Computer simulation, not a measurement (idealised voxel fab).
Proc. module: voxel gate over fins
Section shown: cut. Width: 180 nm. Cell size: 5 nm, square.
We lay out every cross-section as a grid of square cells and spell it out in bands from the top down, where one band means one or more rows of cells.
Within each band entry, the heights of the top and of the bottom of the band appear first, in that order and in nm; the materials of the band then follow from left to right, each with its corresponding width in nm. The designation "edge to edge" on a single material indicates that it fills the band from edge to edge; the designation "empty" indicates empty space.
Ref level 0: as-received wafer is one material below here. Bottom band extends down with no lower bound ("from 0 down").
Read "30->40" as a graded width: first number on top, second number at the bottom, same change between each pair of neighbouring rows.
The designation "no modifications", where it is given for a processing step, indicates that no cell of the cross-section was altered in the course of that step.
The list in "Sealed void listing" covers empty spaces of 8 cells or more that cannot reach the top through any open way, and it gives each as width x height at distance; the distance is from the left edge, and width, height and distance are in nm.
Note: text after step settings on the step line = simulator remark on that step.
overlay nm: for a step with a mask, the amount by which the mask lay right of where it was planned; a negative amount means left of it.
So here's the lineup of process steps we planned:
- 1: RECEIVE, material Si
- 2: CONFORMAL_DEP, material SiN, thk nm 10
- 3: DIRECTIONAL_DEP, material aC, thk nm 10
- 4: PATTERN, tone cover, mask id FINS, material resist, width nm 15, pitch nm 40, thk nm 25, overlay nm 0
- 5: DIRECTIONAL_ETCH, etch materials aC, depth nm 10
- 6: STRIP, etch materials resist
- 7: DIRECTIONAL_ETCH, etch materials SiN, depth nm 10
- 8: DIRECTIONAL_ETCH, etch materials Si, depth nm 30
- 9: STRIP, etch materials aC
- 10: OXIDIZE, depth nm 5
- 11: FILL_DEP, material SiO2, thk nm 15
- 12: CMP, height nm 10
- 13: SELECTIVE_ETCH, etch materials SiO2, depth nm 25
- 14: STRIP, etch materials SiN
- 15: CONFORMAL_DEP, material HfO2, thk nm 5
- 16: CONFORMAL_DEP, material TiN, thk nm 5
- 17: FILL_DEP, material W, thk nm 10
- 18: CMP, height nm 15
- 19: CONFORMAL_DEP, material SiCN, thk nm 10
Wafer at receipt (post step 1), cross-section:
* from 0 down  Si edge to edge
* Sealed void listing: none
The cross-section shown corresponds to the wafer at the conclusion of the module. The initial structure and the process plan are those presented above; however, one mistake occurred in executing the plan:
* from 25 to 15  SiCN edge to edge
* from 15 to 10  W edge to edge
* from 10 to 5  W 25 / TiN 25 / W 15 / TiN 25 / W 15 / TiN 25 / W 15 / TiN 25 / W 10
* from 5 to 0  W 25 / TiN 5 / HfO2 15 / TiN 5 / W 15 / TiN 5 / HfO2 15 / TiN 5 / W 15 / TiN 5 / HfO2 15 / TiN 5 / W 15 / TiN 5 / HfO2 15 / TiN 5 / W 10
* from 0 to -5  W 25 / TiN 5 / HfO2 5 / Si 5 / HfO2 5 / TiN 5 / W 15 / TiN 5 / HfO2 5 / Si 5 / HfO2 5 / TiN 5 / W 15 / TiN 5 / HfO2 5 / Si 5 / HfO2 5 / TiN 5 / W 15 / TiN 5 / HfO2 5 / Si 5 / HfO2 5 / TiN 5 / W 10
* from -5 to -10  TiN 30 / HfO2 5 / Si 5 / HfO2 5 / TiN 25 / HfO2 5 / Si 5 / HfO2 5 / TiN 25 / HfO2 5 / Si 5 / HfO2 5 / TiN 25 / HfO2 5 / Si 5 / HfO2 5 / TiN 15
* from -10 to -15  HfO2 35 / Si 5 / HfO2 35 / Si 5 / HfO2 35 / Si 5 / HfO2 35 / Si 5 / HfO2 20
* from -15 to -35  SiO2 35 / Si 5 / SiO2 35 / Si 5 / SiO2 35 / Si 5 / SiO2 35 / Si 5 / SiO2 20
* from -35 down  Si edge to edge
* Sealed void listing: none
What was the processing mistake? rather than as planned, step 4 actually ran as PATTERN, tone cover, mask id FINS, material resist, width nm 15, pitch nm 40, thk nm 25, overlay nm 10
